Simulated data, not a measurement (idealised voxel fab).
The process module presented herein is designated voxel self aligned contacts.
The cross-section shown here is cut; it is 235 nm wide and divided into square cells measuring 5 nm on a side.
Cross-section, as written here: a square-cell grid given band by band from the top down, where a band holds one or more rows of cells.
It is stipulated that each band's entry specify, in nanometres, the height of the top of the band and then that of its bottom, followed by the materials of the band in left-to-right sequence, each together with its width in nanometres. A single material marked by the word "full width" is understood to fill the band from edge to edge; the word "blank" is understood to denote empty space.
Heights from 0 (as-received wafer is one material below). Bottom band endless downward, as "z 0 and below".
A two-number width, for instance "30 to 40", indicates that the width is equal to the first number in the top row of the band and to the second number in the bottom row, and that it changes by a constant amount per row of cells.
No cell of the cross-section changed in a step that is given as "no modifications".
This entry, "Closed void catalog", enumerates those empty regions of no fewer than 8 cells that possess no open connection to the top. Each region is reported in the form width x height at distance, the distance being taken from the left edge, with all three quantities expressed in nm.
On each step's line, the part that comes after the settings is the simulator's own comment on the step.
overlay nm, on a step with a mask: how far to the right of its planned place the mask lay; to the left if negative
The steps planned for the process are as follows
step 1: RECEIVE | material Si
step 2: CONFORMAL_DEP | material SiO2 | thk nm 5
step 3: DIRECTIONAL_DEP | material polySi | thk nm 25
step 4: DIRECTIONAL_DEP | material SiN | thk nm 20
step 5: PATTERN | tone cover | mask id GATE | material resist | width nm 25 | pitch nm 55 | thk nm 15 | overlay nm 0
step 6: DIRECTIONAL_ETCH | etch materials SiN | depth nm 20
step 7: DIRECTIONAL_ETCH | etch materials polySi | depth nm 25
step 8: STRIP | etch materials resist
step 9: CONFORMAL_DEP | material SiN | thk nm 5
step 10: DIRECTIONAL_ETCH | etch materials SiN | depth nm 5
step 11: FILL_DEP | material SiO2 | thk nm 15
step 12: CMP | height nm 55
step 13: PATTERN | tone open | mask id CONTACT | material resist | width nm 40 | pitch nm 55 | thk nm 20 | overlay nm 0
step 14: DIRECTIONAL_ETCH | etch materials SiO2 | depth nm 55
step 15: STRIP | etch materials resist
step 16: CONFORMAL_DEP | material TiN | thk nm 5
step 17: FILL_DEP | material W | thk nm 10
step 18: CMP | height nm 55
step 19: CONFORMAL_DEP | material SiN | thk nm 5
As-received state of the wafer in cross-section, equivalent to post-step 1
> z 0 and below | Si full width
> Closed void catalog: none
Cross-section taken at module completion on the first of two wafers; processed per the plan
> z 60 to 55 | SiN full width
> z 55 to 50 | 70 nm SiO2  15 nm TiN  10 nm W  15 nm TiN  15 nm SiO2  15 nm TiN  10 nm W  15 nm TiN  70 nm SiO2
> z 50 to 30 | 45 nm SiO2  35 nm SiN  5 nm TiN  10 nm W  5 nm TiN  35 nm SiN  5 nm TiN  10 nm W  5 nm TiN  35 nm SiN  45 nm SiO2
> z 30 to 5 | 45 nm SiO2  5 nm SiN  25 nm polySi  5 nm SiN  5 nm TiN  10 nm W  5 nm TiN  5 nm SiN  25 nm polySi  5 nm SiN  5 nm TiN  10 nm W  5 nm TiN  5 nm SiN  25 nm polySi  5 nm SiN  45 nm SiO2
> z 5 to 0 | 80 nm SiO2  20 nm TiN  35 nm SiO2  20 nm TiN  80 nm SiO2
> z 0 and below | Si full width
> Closed void catalog: none
Second wafer cross-section at end of module - shared start and plan with the first, one mistake in the run
> z 60 to 55 | SiN full width
> z 55 to 50 | 40 nm W  30 nm TiN  40 nm SiO2  15 nm TiN  40 nm SiO2  30 nm TiN  40 nm W
> z 50 to 30 | 40 nm W  5 nm TiN  35 nm SiN  20 nm SiO2  35 nm SiN  20 nm SiO2  35 nm SiN  5 nm TiN  40 nm W
> z 30 to 5 | 40 nm W  5 nm TiN  5 nm SiN  25 nm polySi  5 nm SiN  20 nm SiO2  5 nm SiN  25 nm polySi  5 nm SiN  20 nm SiO2  5 nm SiN  25 nm polySi  5 nm SiN  5 nm TiN  40 nm W
> z 5 to 0 | 45 nm TiN  145 nm SiO2  45 nm TiN
> z 0 and below | Si full width
> Closed void catalog: none
Error vs. plan: it should be noted that step 13 was executed with settings other than those planned, the operation and settings actually applied being PATTERN | tone cover | mask id CONTACT | material resist | width nm 40 | pitch nm 55 | thk nm 20 | overlay nm 0
Bottom line after processing is that, in cells, the second wafer is up or down on some materials versus the first: -115 SiO2 | -5 TiN | +120 W
